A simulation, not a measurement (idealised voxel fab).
process module | voxel local oxidation
cross-section cut | 205 nm wide | cells 5 nm
A cross-section is a grid of square cells, given in bands from the top down. A band is one or more rows of cells.
Each band's line starts with the height of the band's top and of its bottom, in nm. Then come its materials from left to right, each with its width in nm. One material with "throughout" fills the band from edge to edge. "air" is empty space.
Height 0 is the level under which the wafer as received is all one material. The lowest band goes on downwards, as in "0 down".
A width such as "30 to 40" changes by the same amount from each row of cells to the next, from the band's top row to its bottom row.
"no change" after a step means that no cell of the cross-section changed.
closed voids: empty space of 8 cells or more with no open way to the top, each as width x height at its distance from the left edge, in nm
after a step's settings: what the simulator itself notes on the step
overlay nm, on a step with a mask: how far to the right of its planned place the mask lay; to the left if negative
plan
1 op RECEIVE | material Si
2 op OXIDIZE | depth nm 5
3 op CONFORMAL_DEP | material SiN | thk nm 10
4 op MASKED_ETCH | tone cover | mask id ACTIVE | width nm 105 | etch materials SiN | depth nm 10 | overlay nm 0
5 op SELECTIVE_ETCH | etch materials SiO2 | depth nm 5
6 op OXIDIZE | depth nm 10
7 op STRIP | etch materials SiN
as received, after step 1
  0 down: Si throughout
  closed voids: none
a wafer at the end: this start, this plan, one mistake
  -5 to -15: air 65 | Si 75 | air 65
  -15 down: Si throughout
  closed voids: none
what went wrong: step 7 ran as: op STRIP | etch materials SiO2
